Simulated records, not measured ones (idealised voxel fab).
Process module heading - voxel self aligned vias
The figure presents cross-section cut, which has a width of 245 nm and is divided into square cells with an edge length of 5 nm.
How to read a cross-section here: the picture is a grid of square cells, written as bands going from the top down, and any band can span one or more rows of cells.
The band entry comprises the height of the band's top followed by the height of its bottom, expressed in nm, and subsequently the band's materials from left to right, each stated together with its width in nm. Where a single material is marked with the word "everywhere", that material fills the band from edge to edge. The word "air" represents empty space.
Below 0: as-received wafer, all one material; heights counted from there. Lowest band: no bottom, goes on down, written "0 -> down".
Think of "30..40" as a width that walks from the first number to the second as you go down the band, top row to bottom row, taking equal-sized steps from row to row.
"changes: none" -> step changed no cross-section cell.
This entry, "Fully closed voids", enumerates those empty regions of no fewer than 8 cells that possess no open connection to the top. Each region is reported in the form width x height at distance, the distance being taken from the left edge, with all three quantities expressed in nm.
It should be noted that, on the line of a given step, the content following the step's settings is a remark produced by the simulator itself with respect to that step.
"overlay nm", when on a step's line for a step with a mask, measures how far to the right of its planned place the mask lay; a negative measure means to the left.
# Set out below are the planned steps of the process
- 1: RECEIVE | material Si
- 2: CONFORMAL_DEP | material SiO2 | thk nm 10
- 3: CONFORMAL_DEP | material SiCN | thk nm 5
- 4: DIRECTIONAL_DEP | material lowk | thk nm 25
- 5: MASKED_ETCH | tone open | mask id LINES | width nm 25 | pitch nm 75 | etch materials lowk | depth nm 25 | overlay nm 0
- 6: CONFORMAL_DEP | material TiN | thk nm 5
- 7: FILL_DEP | material Ru | thk nm 10
- 8: CMP | height nm 40
- 9: SELECTIVE_ETCH | etch materials W Ru TiN | depth nm 5
- 10: FILL_DEP | material SiN | thk nm 5
- 11: CMP | height nm 40
- 12: DIRECTIONAL_DEP | material lowk | thk nm 15
- 13: DIRECTIONAL_DEP | material aC | thk nm 10
- 14: PATTERN | tone open | mask id VIAS | material resist | width nm 45 | thk nm 25 | overlay nm 0
- 15: DIRECTIONAL_ETCH | etch materials aC | depth nm 10
- 16: STRIP | etch materials resist
- 17: DIRECTIONAL_ETCH | etch materials lowk | depth nm 15
- 18: DIRECTIONAL_ETCH | etch materials SiN | depth nm 5
- 19: STRIP | etch materials aC
- 20: CONFORMAL_DEP | material TiN | thk nm 5
- 21: FILL_DEP | material Ru | thk nm 10
- 22: CMP | height nm 55
- 23: CONFORMAL_DEP | material SiCN | thk nm 5
# Below: the first of two wafers, run as planned
# Cross-section of the wafer at receipt, which is the condition after step 1
0 -> down  Si everywhere
Fully closed voids: none
# Cross-section: wafer state after step 2
10 -> 0  SiO2 everywhere
Rest of section, below 0: as before.
# Cross-section: wafer state after step 3
15 -> 10  SiCN everywhere
Rest of section, below 10: as before.
# Cross-section: wafer state after step 4
40 -> 15  lowk everywhere
Rest of section, below 15: as before.
# Cross-section: wafer state after step 5
40 -> 15  lowk 70 nm | air 25 nm | lowk 50 nm | air 25 nm | lowk 75 nm
Rest of section, below 15: as before.
# Cross-section: wafer state after step 6
45 -> 40  TiN 75 nm | air 15 nm | TiN 60 nm | air 15 nm | TiN 80 nm
40 -> 20  lowk 70 nm | TiN 5 nm | air 15 nm | TiN 5 nm | lowk 50 nm | TiN 5 nm | air 15 nm | TiN 5 nm | lowk 75 nm
20 -> 15  lowk 70 nm | TiN 25 nm | lowk 50 nm | TiN 25 nm | lowk 75 nm
Rest of section, below 15: as before.
# Cross-section: wafer state after step 7
55 -> 45  Ru everywhere
45 -> 40  TiN 75 nm | Ru 15 nm | TiN 60 nm | Ru 15 nm | TiN 80 nm
40 -> 20  lowk 70 nm | TiN 5 nm | Ru 15 nm | TiN 5 nm | lowk 50 nm | TiN 5 nm | Ru 15 nm | TiN 5 nm | lowk 75 nm
Rest of section, below 20: as before.
# Cross-section: wafer state after step 8
40 -> 20  lowk 70 nm | TiN 5 nm | Ru 15 nm | TiN 5 nm | lowk 50 nm | TiN 5 nm | Ru 15 nm | TiN 5 nm | lowk 75 nm
Rest of section, below 20: as before.
# Cross-section: wafer state after step 9
40 -> 35  lowk 70 nm | air 25 nm | lowk 50 nm | air 25 nm | lowk 75 nm
Rest of section, below 35: as before.
# Cross-section: wafer state after step 10
45 -> 40  SiN everywhere
40 -> 35  lowk 70 nm | SiN 25 nm | lowk 50 nm | SiN 25 nm | lowk 75 nm
Rest of section, below 35: as before.
# Cross-section: wafer state after step 11
40 -> 35  lowk 70 nm | SiN 25 nm | lowk 50 nm | SiN 25 nm | lowk 75 nm
Rest of section, below 35: as before.
# Cross-section: wafer state after step 12
55 -> 40  lowk everywhere
Rest of section, below 40: as before.
# Cross-section: wafer state after step 13
65 -> 55  aC everywhere
Rest of section, below 55: as before.
# Cross-section: wafer state after step 14
90 -> 65  resist 60 nm | air 45 nm | resist 140 nm
Rest of section, below 65: as before.
# Cross-section: wafer state after step 15
80 -> 65  resist 60 nm | air 45 nm | resist 140 nm
65 -> 55  aC 60 nm | air 45 nm | aC 140 nm
Rest of section, below 55: as before.
# Cross-section: wafer state after step 16
65 -> 55  aC 60 nm | air 45 nm | aC 140 nm
Rest of section, below 55: as before.
# Cross-section: wafer state after step 17
65 -> 55  aC 60 nm | air 45 nm | aC 140 nm
55 -> 40  lowk 60 nm | air 45 nm | lowk 140 nm
Rest of section, below 40: as before.
# Cross-section: wafer state after step 18
65 -> 55  aC 60 nm | air 45 nm | aC 140 nm
55 -> 40  lowk 60 nm | air 45 nm | lowk 140 nm
40 -> 35  lowk 70 nm | air 25 nm | lowk 50 nm | SiN 25 nm | lowk 75 nm
Rest of section, below 35: as before.
# Cross-section: wafer state after step 19
55 -> 40  lowk 60 nm | air 45 nm | lowk 140 nm
Rest of section, below 40: as before.
# Cross-section: wafer state after step 20
60 -> 55  TiN 65 nm | air 35 nm | TiN 145 nm
55 -> 45  lowk 60 nm | TiN 5 nm | air 35 nm | TiN 5 nm | lowk 140 nm
45 -> 40  lowk 60 nm | TiN 15 nm | air 15 nm | TiN 15 nm | lowk 140 nm
40 -> 35  lowk 70 nm | TiN 25 nm | lowk 50 nm | SiN 25 nm | lowk 75 nm
Rest of section, below 35: as before.
# Cross-section: wafer state after step 21
70 -> 60  Ru everywhere
60 -> 55  TiN 65 nm | Ru 35 nm | TiN 145 nm
55 -> 45  lowk 60 nm | TiN 5 nm | Ru 35 nm | TiN 5 nm | lowk 140 nm
45 -> 40  lowk 60 nm | TiN 15 nm | Ru 15 nm | TiN 15 nm | lowk 140 nm
Rest of section, below 40: as before.
# Cross-section: wafer state after step 22
55 -> 45  lowk 60 nm | TiN 5 nm | Ru 35 nm | TiN 5 nm | lowk 140 nm
Rest of section, below 45: as before.
# Cross-section: wafer state after step 23
60 -> 55  SiCN everywhere
Rest of section, below 55: as before.
# Companion wafer, the second of two: same beginning, same intended sequence, one mistake in carrying it out; through step 3 inclusive it tracks the first exactly
# Second wafer profile in section, at the moment step 4 of the plan was meant to be complete
30 -> 15  lowk everywhere
Rest of section, below 15: as before.
# Second wafer profile in section, at the moment step 5 of the plan was meant to be complete
30 -> 15  lowk 70 nm | air 25 nm | lowk 50 nm | air 25 nm | lowk 75 nm
Rest of section, below 15: as before.
# Second wafer profile in section, at the moment step 6 of the plan was meant to be complete
35 -> 30  TiN 75 nm | air 15 nm | TiN 60 nm | air 15 nm | TiN 80 nm
30 -> 20  lowk 70 nm | TiN 5 nm | air 15 nm | TiN 5 nm | lowk 50 nm | TiN 5 nm | air 15 nm | TiN 5 nm | lowk 75 nm
20 -> 15  lowk 70 nm | TiN 25 nm | lowk 50 nm | TiN 25 nm | lowk 75 nm
Rest of section, below 15: as before.
# Second wafer profile in section, at the moment step 7 of the plan was meant to be complete
45 -> 35  Ru everywhere
35 -> 30  TiN 75 nm | Ru 15 nm | TiN 60 nm | Ru 15 nm | TiN 80 nm
30 -> 20  lowk 70 nm | TiN 5 nm | Ru 15 nm | TiN 5 nm | lowk 50 nm | TiN 5 nm | Ru 15 nm | TiN 5 nm | lowk 75 nm
Rest of section, below 20: as before.
# Second wafer profile in section, at the moment step 8 of the plan was meant to be complete
40 -> 35  Ru everywhere
Rest of section, below 35: as before.
# Second wafer profile in section, at the moment step 9 of the plan was meant to be complete
35 -> 30  TiN 75 nm | Ru 15 nm | TiN 60 nm | Ru 15 nm | TiN 80 nm
Rest of section, below 30: as before.
# Second wafer profile in section, at the moment step 10 of the plan was meant to be complete
40 -> 35  SiN everywhere
Rest of section, below 35: as before.
Second wafer profile in section, at the moment step 11 of the plan was meant to be complete: changes: none
# Second wafer profile in section, at the moment step 12 of the plan was meant to be complete
55 -> 40  lowk everywhere
Rest of section, below 40: as before.
# Second wafer profile in section, at the moment step 13 of the plan was meant to be complete
65 -> 55  aC everywhere
Rest of section, below 55: as before.
# Second wafer profile in section, at the moment step 14 of the plan was meant to be complete
90 -> 65  resist 60 nm | air 45 nm | resist 140 nm
Rest of section, below 65: as before.
# Second wafer profile in section, at the moment step 15 of the plan was meant to be complete
80 -> 65  resist 60 nm | air 45 nm | resist 140 nm
65 -> 55  aC 60 nm | air 45 nm | aC 140 nm
Rest of section, below 55: as before.
# Second wafer profile in section, at the moment step 16 of the plan was meant to be complete
65 -> 55  aC 60 nm | air 45 nm | aC 140 nm
Rest of section, below 55: as before.
# Second wafer profile in section, at the moment step 17 of the plan was meant to be complete
65 -> 55  aC 60 nm | air 45 nm | aC 140 nm
55 -> 40  lowk 60 nm | air 45 nm | lowk 140 nm
Rest of section, below 40: as before.
# Second wafer profile in section, at the moment step 18 of the plan was meant to be complete
65 -> 55  aC 60 nm | air 45 nm | aC 140 nm
55 -> 40  lowk 60 nm | air 45 nm | lowk 140 nm
40 -> 35  SiN 60 nm | air 45 nm | SiN 140 nm
Rest of section, below 35: as before.
# Second wafer profile in section, at the moment step 19 of the plan was meant to be complete
55 -> 40  lowk 60 nm | air 45 nm | lowk 140 nm
Rest of section, below 40: as before.
# Second wafer profile in section, at the moment step 20 of the plan was meant to be complete
60 -> 55  TiN 65 nm | air 35 nm | TiN 145 nm
55 -> 40  lowk 60 nm | TiN 5 nm | air 35 nm | TiN 5 nm | lowk 140 nm
40 -> 35  SiN 60 nm | TiN 45 nm | SiN 140 nm
Rest of section, below 35: as before.
# Second wafer profile in section, at the moment step 21 of the plan was meant to be complete
70 -> 60  Ru everywhere
60 -> 55  TiN 65 nm | Ru 35 nm | TiN 145 nm
55 -> 40  lowk 60 nm | TiN 5 nm | Ru 35 nm | TiN 5 nm | lowk 140 nm
Rest of section, below 40: as before.
# Second wafer profile in section, at the moment step 22 of the plan was meant to be complete
55 -> 40  lowk 60 nm | TiN 5 nm | Ru 35 nm | TiN 5 nm | lowk 140 nm
Rest of section, below 40: as before.
# Second wafer profile in section, at the moment step 23 of the plan was meant to be complete
60 -> 55  SiCN everywhere
Rest of section, below 55: as before.
Run error: off-plan run, step 4, actual operation and settings DIRECTIONAL_DEP | material lowk | thk nm 15
Heads up, by the end the second wafer has more or fewer cells of some materials compared to the first: Ru: 4 more, SiN: 35 more, TiN: 39 more, lowk: 78 fewer
